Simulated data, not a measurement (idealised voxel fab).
process module | voxel wiring stack
cross-section cut | 170 nm wide | cells 5 nm
A cross-section is a grid of square cells, given in bands from the top down. A band is one or more rows of cells.
Each band's line starts with the height of the band's top and of its bottom, in nm. Then come its materials from left to right, each with its width in nm. One material with "throughout" fills the band from edge to edge. "air" is empty space.
Height 0 is the level under which the wafer as received is all one material. The lowest band goes on downwards, as in "0 down".
A width such as "30 to 40" changes by the same amount from each row of cells to the next, from the band's top row to its bottom row.
"no change" after a step means that no cell of the cross-section changed.
closed voids: empty space of 8 cells or more with no open way to the top, each as width x height at its distance from the left edge, in nm
after a step's settings: what the simulator itself notes on the step
overlay nm, on a step with a mask: how far to the right of its planned place the mask lay; to the left if negative
Each pair below shows a cross-section before one step and the cross-section after it, down to the lowest band that changed. The line under each pair gives the step between them, with its settings. The pairs can come from different runs of this module on the same starting wafer, so a pair continues from the pair above only where its "before" says so.
before
  80 to 60: lowk 50 | Ru 20 | lowk 25 | Ru 20 | lowk 55
  60 to 55: lowk 50 | TiN 20 | lowk 25 | TiN 20 | lowk 55
  55 to 45: SiO2 50 | TiN 5 | Cu 5 | TiN 5 | SiO2 30 | TiN 5 | Cu 5 | TiN 5 | SiO2 60
  45 to 40: SiCN 50 | TiN 15 | SiCN 30 | TiN 15 | SiCN 60
  40 to 15: lowk 50 | SiN 5 | Ru 15 | SiN 5 | lowk 20 | SiN 5 | Ru 15 | SiN 5 | lowk 50
  15 to 10: SiN 55 | TiN 15 | SiN 30 | TiN 15 | SiN 55
  10 to 0: SiO2 throughout
  0 down: Si throughout
  closed voids: none
after
  85 to 80: SiCN throughout
  below 80: unchanged
  closed voids: none
the step between: op CONFORMAL_DEP | material SiCN | thk nm 5
before
  40 to 15: Ru throughout
  15 to 10: TiN throughout
  10 to 0: SiO2 throughout
  0 down: Si throughout
  closed voids: none
after
  60 to 40: air 45 | resist 20 | air 25 | resist 20 | air 60
  below 40: unchanged
  closed voids: none
the step between: op PATTERN | tone cover | mask id METAL_1 | material resist | width nm 20 | pitch nm 45 | thk nm 20 | overlay nm -5
before: the cross-section after the pair above
after
  60 to 40: air 45 | resist 20 | air 25 | resist 20 | air 60
  40 to 15: air 45 | Ru 20 | air 25 | Ru 20 | air 60
  below 15: unchanged
  closed voids: none
the step between: op DIRECTIONAL_ETCH | etch materials Ru | depth nm 25
before: the cross-section after the pair above
after
  60 to 40: air 45 | resist 20 | air 25 | resist 20 | air 60
  40 to 15: air 45 | Ru 20 | air 25 | Ru 20 | air 60
  15 to 10: air 45 | TiN 20 | air 25 | TiN 20 | air 60
  below 10: unchanged
  closed voids: none
the step between: op DIRECTIONAL_ETCH | etch materials TiN | depth nm 5
before: the cross-section after the pair above
after
  40 to 15: air 45 | Ru 20 | air 25 | Ru 20 | air 60
  below 15: unchanged
  closed voids: none
the step between: op STRIP | etch materials resist
before: the cross-section after the pair above
after
  45 to 40: air 40 | SiN 30 | air 15 | SiN 30 | air 55
  40 to 15: air 40 | SiN 5 | Ru 20 | SiN 5 | air 15 | SiN 5 | Ru 20 | SiN 5 | air 55
  15 to 10: SiN 45 | TiN 20 | SiN 25 | TiN 20 | SiN 60
  below 10: unchanged
  closed voids: none
the step between: op CONFORMAL_DEP | material SiN | thk nm 5
before: the cross-section after the pair above
after
  55 to 45: lowk throughout
  45 to 40: lowk 40 | SiN 30 | lowk 15 | SiN 30 | lowk 55
  40 to 15: lowk 40 | SiN 5 | Ru 20 | SiN 5 | lowk 15 | SiN 5 | Ru 20 | SiN 5 | lowk 55
  below 15: unchanged
  closed voids: none
the step between: op FILL_DEP | material lowk | thk nm 10
before: the cross-section after the pair above
after
  40 to 15: lowk 40 | SiN 5 | Ru 20 | SiN 5 | lowk 15 | SiN 5 | Ru 20 | SiN 5 | lowk 55
  below 15: unchanged
  closed voids: none
the step between: op CMP | height nm 40
before: the cross-section after the pair above
after
  45 to 40: SiCN throughout
  below 40: unchanged
  closed voids: none
the step between: op CONFORMAL_DEP | material SiCN | thk nm 5
before: the cross-section after the pair above
after
  55 to 45: SiO2 throughout
  below 45: unchanged
  closed voids: none
the step between: op DIRECTIONAL_DEP | material SiO2 | thk nm 10
before: the cross-section after the pair above
after
  65 to 55: aC throughout
  below 55: unchanged
  closed voids: none
the step between: op DIRECTIONAL_DEP | material aC | thk nm 10
before: the cross-section after the pair above
after
  95 to 65: resist 50 | air 15 | resist 30 | air 15 | resist 60
  below 65: unchanged
  closed voids: none
the step between: op PATTERN | tone open | mask id PLUG_1 | material resist | width nm 15 | pitch nm 45 | thk nm 30 | overlay nm 0
before: the cross-section after the pair above
after
  85 to 65: resist 50 | air 15 | resist 30 | air 15 | resist 60
  65 to 55: aC 50 | air 15 | aC 30 | air 15 | aC 60
  below 55: unchanged
  closed voids: none
the step between: op DIRECTIONAL_ETCH | etch materials aC | depth nm 10
before: the cross-section after the pair above
after
  65 to 55: aC 50 | air 15 | aC 30 | air 15 | aC 60
  below 55: unchanged
  closed voids: none
the step between: op STRIP | etch materials resist
before: the cross-section after the pair above
after
  65 to 55: aC 50 | air 15 | aC 30 | air 15 | aC 60
  55 to 45: SiO2 50 | air 15 | SiO2 30 | air 15 | SiO2 60
  below 45: unchanged
  closed voids: none
the step between: op DIRECTIONAL_ETCH | etch materials SiO2 | depth nm 10
before: the cross-section after the pair above
after
  65 to 55: aC 50 | air 15 | aC 30 | air 15 | aC 60
  55 to 45: SiO2 50 | air 15 | SiO2 30 | air 15 | SiO2 60
  45 to 40: SiCN 50 | air 15 | SiCN 30 | air 15 | SiCN 60
  below 40: unchanged
  closed voids: none
the step between: op DIRECTIONAL_ETCH | etch materials SiCN | depth nm 5
before: the cross-section after the pair above
after
  55 to 45: SiO2 50 | air 15 | SiO2 30 | air 15 | SiO2 60
  below 45: unchanged
  closed voids: none
the step between: op STRIP | etch materials aC
before: the cross-section after the pair above
after
  60 to 55: TiN 55 | air 5 | TiN 40 | air 5 | TiN 65
  55 to 45: SiO2 50 | TiN 5 | air 5 | TiN 5 | SiO2 30 | TiN 5 | air 5 | TiN 5 | SiO2 60
  45 to 40: SiCN 50 | TiN 15 | SiCN 30 | TiN 15 | SiCN 60
  below 40: unchanged
  closed voids: none
the step between: op CONFORMAL_DEP | material TiN | thk nm 5
before: the cross-section after the pair above
after
  65 to 60: Cu throughout
  60 to 55: TiN 55 | Cu 5 | TiN 40 | Cu 5 | TiN 65
  55 to 45: SiO2 50 | TiN 5 | Cu 5 | TiN 5 | SiO2 30 | TiN 5 | Cu 5 | TiN 5 | SiO2 60
  below 45: unchanged
  closed voids: none
the step between: op FILL_DEP | material Cu | thk nm 5
before: the cross-section after the pair above
after
  55 to 45: SiO2 50 | TiN 5 | Cu 5 | TiN 5 | SiO2 30 | TiN 5 | Cu 5 | TiN 5 | SiO2 60
  below 45: unchanged
  closed voids: none
the step between: op CMP | height nm 55
before: the cross-section after the pair above
after
  60 to 55: TiN throughout
  below 55: unchanged
  closed voids: none
the step between: op DIRECTIONAL_DEP | material TiN | thk nm 5
before: the cross-section after the pair above
after
  80 to 60: Ru throughout
  below 60: unchanged
  closed voids: none
the step between: op DIRECTIONAL_DEP | material Ru | thk nm 20
before: the cross-section after the pair above
after
  95 to 80: air 50 | resist 20 | air 25 | resist 20 | air 55
  below 80: unchanged
  closed voids: none
the step between: op PATTERN | tone cover | mask id METAL_2 | material resist | width nm 20 | pitch nm 45 | thk nm 15 | overlay nm 0
before: the cross-section after the pair above
after
  95 to 80: air 50 | resist 20 | air 25 | resist 20 | air 55
  80 to 60: air 50 | Ru 20 | air 25 | Ru 20 | air 55
  below 60: unchanged
  closed voids: none
the step between: op DIRECTIONAL_ETCH | etch materials Ru | depth nm 20
before: the cross-section after the pair above
after
  95 to 80: air 50 | resist 20 | air 25 | resist 20 | air 55
  80 to 60: air 50 | Ru 20 | air 25 | Ru 20 | air 55
  60 to 55: air 50 | TiN 20 | air 25 | TiN 20 | air 55
  below 55: unchanged
  closed voids: none
the step between: op DIRECTIONAL_ETCH | etch materials TiN | depth nm 5
before: the cross-section after the pair above
after
  80 to 60: air 50 | Ru 20 | air 25 | Ru 20 | air 55
  below 60: unchanged
  closed voids: none
the step between: op STRIP | etch materials resist
before: the cross-section after the pair above
after
  85 to 80: lowk throughout
  80 to 60: lowk 50 | Ru 20 | lowk 25 | Ru 20 | lowk 55
  60 to 55: lowk 50 | TiN 20 | lowk 25 | TiN 20 | lowk 55
  below 55: unchanged
  closed voids: none
the step between: op FILL_DEP | material lowk | thk nm 5
before: the cross-section after the pair above
after
  80 to 60: lowk 50 | Ru 20 | lowk 25 | Ru 20 | lowk 55
  below 60: unchanged
  closed voids: none
the step between: op CMP | height nm 80
before: the cross-section after the pair above
after
  85 to 80: SiCN throughout
  below 80: unchanged
  closed voids: none
the step between: op CONFORMAL_DEP | material SiCN | thk nm 5
before
  40 to 15: lowk 45 | SiN 5 | Ru 20 | SiN 5 | lowk 15 | SiN 5 | Ru 20 | SiN 5 | lowk 50
  15 to 10: SiN 50 | TiN 20 | SiN 25 | TiN 20 | SiN 55
  10 to 0: SiO2 throughout
  0 down: Si throughout
  closed voids: none
after
  45 to 40: SiO2 throughout
  below 40: unchanged
  closed voids: none
the step between: op CONFORMAL_DEP | material SiO2 | thk nm 5
before: the cross-section after the pair above
after
  55 to 40: SiO2 throughout
  below 40: unchanged
  closed voids: none
the step between: op DIRECTIONAL_DEP | material SiO2 | thk nm 10
before: the cross-section after the pair above
after
  65 to 55: aC throughout
  below 55: unchanged
  closed voids: none
the step between: op DIRECTIONAL_DEP | material aC | thk nm 10
before: the cross-section after the pair above
after
  95 to 65: resist 50 | air 15 | resist 30 | air 15 | resist 60
  below 65: unchanged
  closed voids: none
the step between: op PATTERN | tone open | mask id PLUG_1 | material resist | width nm 15 | pitch nm 45 | thk nm 30 | overlay nm 0
before: the cross-section after the pair above
after
  85 to 65: resist 50 | air 15 | resist 30 | air 15 | resist 60
  65 to 55: aC 50 | air 15 | aC 30 | air 15 | aC 60
  below 55: unchanged
  closed voids: none
the step between: op DIRECTIONAL_ETCH | etch materials aC | depth nm 10
before: the cross-section after the pair above
after
  65 to 55: aC 50 | air 15 | aC 30 | air 15 | aC 60
  below 55: unchanged
  closed voids: none
the step between: op STRIP | etch materials resist
before: the cross-section after the pair above
after
  65 to 55: aC 50 | air 15 | aC 30 | air 15 | aC 60
  55 to 45: SiO2 50 | air 15 | SiO2 30 | air 15 | SiO2 60
  below 45: unchanged
  closed voids: none
the step between: op DIRECTIONAL_ETCH | etch materials SiO2 | depth nm 10
before: the cross-section after the pair above
after
  55 to 45: SiO2 50 | air 15 | SiO2 30 | air 15 | SiO2 60
  below 45: unchanged
  closed voids: none
the step between: op STRIP | etch materials aC
before: the cross-section after the pair above
after
  60 to 55: TiN 55 | air 5 | TiN 40 | air 5 | TiN 65
  55 to 50: SiO2 50 | TiN 5 | air 5 | TiN 5 | SiO2 30 | TiN 5 | air 5 | TiN 5 | SiO2 60
  50 to 45: SiO2 50 | TiN 15 | SiO2 30 | TiN 15 | SiO2 60
  below 45: unchanged
  closed voids: none
the step between: op CONFORMAL_DEP | material TiN | thk nm 5
before: the cross-section after the pair above
after
  65 to 60: Cu throughout
  60 to 55: TiN 55 | Cu 5 | TiN 40 | Cu 5 | TiN 65
  55 to 50: SiO2 50 | TiN 5 | Cu 5 | TiN 5 | SiO2 30 | TiN 5 | Cu 5 | TiN 5 | SiO2 60
  below 50: unchanged
  closed voids: none
the step between: op FILL_DEP | material Cu | thk nm 5
before: the cross-section after the pair above
after
  55 to 50: SiO2 50 | TiN 5 | Cu 5 | TiN 5 | SiO2 30 | TiN 5 | Cu 5 | TiN 5 | SiO2 60
  below 50: unchanged
  closed voids: none
the step between: op CMP | height nm 55
before: the cross-section after the pair above
after
  60 to 55: TiN throughout
  below 55: unchanged
  closed voids: none
the step between: op DIRECTIONAL_DEP | material TiN | thk nm 5
before: the cross-section after the pair above
after
  80 to 60: Ru throughout
  below 60: unchanged
  closed voids: none
the step between: op DIRECTIONAL_DEP | material Ru | thk nm 20
before: the cross-section after the pair above
after
  95 to 80: air 50 | resist 20 | air 25 | resist 20 | air 55
  below 80: unchanged
  closed voids: none
the step between: op PATTERN | tone cover | mask id METAL_2 | material resist | width nm 20 | pitch nm 45 | thk nm 15 | overlay nm 0
before: the cross-section after the pair above
after
  95 to 80: air 50 | resist 20 | air 25 | resist 20 | air 55
  80 to 60: air 50 | Ru 20 | air 25 | Ru 20 | air 55
  below 60: unchanged
  closed voids: none
the step between: op DIRECTIONAL_ETCH | etch materials Ru | depth nm 20
before: the cross-section after the pair above
after
  95 to 80: air 50 | resist 20 | air 25 | resist 20 | air 55
  80 to 60: air 50 | Ru 20 | air 25 | Ru 20 | air 55
  60 to 55: air 50 | TiN 20 | air 25 | TiN 20 | air 55
  below 55: unchanged
  closed voids: none
the step between: op DIRECTIONAL_ETCH | etch materials TiN | depth nm 5
before: the cross-section after the pair above
after
  80 to 60: air 50 | Ru 20 | air 25 | Ru 20 | air 55
  below 60: unchanged
  closed voids: none
the step between: op STRIP | etch materials resist
before: the cross-section after the pair above
after
  85 to 80: lowk throughout
  80 to 60: lowk 50 | Ru 20 | lowk 25 | Ru 20 | lowk 55
  60 to 55: lowk 50 | TiN 20 | lowk 25 | TiN 20 | lowk 55
  below 55: unchanged
  closed voids: none
the step between: op FILL_DEP | material lowk | thk nm 5
before: the cross-section after the pair above
after
  80 to 60: lowk 50 | Ru 20 | lowk 25 | Ru 20 | lowk 55
  below 60: unchanged
  closed voids: none
the step between: op CMP | height nm 80
before: the cross-section after the pair above
after
  85 to 80: SiCN throughout
  below 80: unchanged
  closed voids: none
the step between: op CONFORMAL_DEP | material SiCN | thk nm 5
before
  80 to 60: Ru throughout
  60 to 55: TiN throughout
  55 to 45: SiO2 50 | TiN 5 | Cu 5 | TiN 5 | SiO2 30 | TiN 5 | Cu 5 | TiN 5 | SiO2 60
  45 to 40: SiCN 50 | TiN 15 | SiCN 30 | TiN 15 | SiCN 60
  40 to 15: lowk 45 | SiN 5 | Ru 20 | SiN 5 | lowk 15 | SiN 5 | Ru 20 | SiN 5 | lowk 50
  15 to 10: SiN 50 | TiN 20 | SiN 25 | TiN 20 | SiN 55
  10 to 0: SiO2 throughout
  0 down: Si throughout
  closed voids: none
after
  95 to 80: resist 50 | air 20 | resist 25 | air 20 | resist 55
  below 80: unchanged
  closed voids: none
the step between: op PATTERN | tone open | mask id METAL_2 | material resist | width nm 20 | pitch nm 45 | thk nm 15 | overlay nm 0
before: the cross-section after the pair above
after
  95 to 80: resist 50 | air 20 | resist 25 | air 20 | resist 55
  80 to 60: Ru 50 | air 20 | Ru 25 | air 20 | Ru 55
  below 60: unchanged
  closed voids: none
the step between: op DIRECTIONAL_ETCH | etch materials Ru | depth nm 20
before: the cross-section after the pair above
after
  95 to 80: resist 50 | air 20 | resist 25 | air 20 | resist 55
  80 to 60: Ru 50 | air 20 | Ru 25 | air 20 | Ru 55
  60 to 55: TiN 50 | air 20 | TiN 25 | air 20 | TiN 55
  below 55: unchanged
  closed voids: none
the step between: op DIRECTIONAL_ETCH | etch materials TiN | depth nm 5
before: the cross-section after the pair above
after
  80 to 60: Ru 50 | air 20 | Ru 25 | air 20 | Ru 55
  below 60: unchanged
  closed voids: none
the step between: op STRIP | etch materials resist
before: the cross-section after the pair above
after
  85 to 80: lowk throughout
  80 to 60: Ru 50 | lowk 20 | Ru 25 | lowk 20 | Ru 55
  60 to 55: TiN 50 | lowk 20 | TiN 25 | lowk 20 | TiN 55
  below 55: unchanged
  closed voids: none
the step between: op FILL_DEP | material lowk | thk nm 5
before: the cross-section after the pair above
after
  80 to 60: Ru 50 | lowk 20 | Ru 25 | lowk 20 | Ru 55
  below 60: unchanged
  closed voids: none
the step between: op CMP | height nm 80
before: the cross-section after the pair above
after
  85 to 80: SiCN throughout
  below 80: unchanged
  closed voids: none
the step between: op CONFORMAL_DEP | material SiCN | thk nm 5
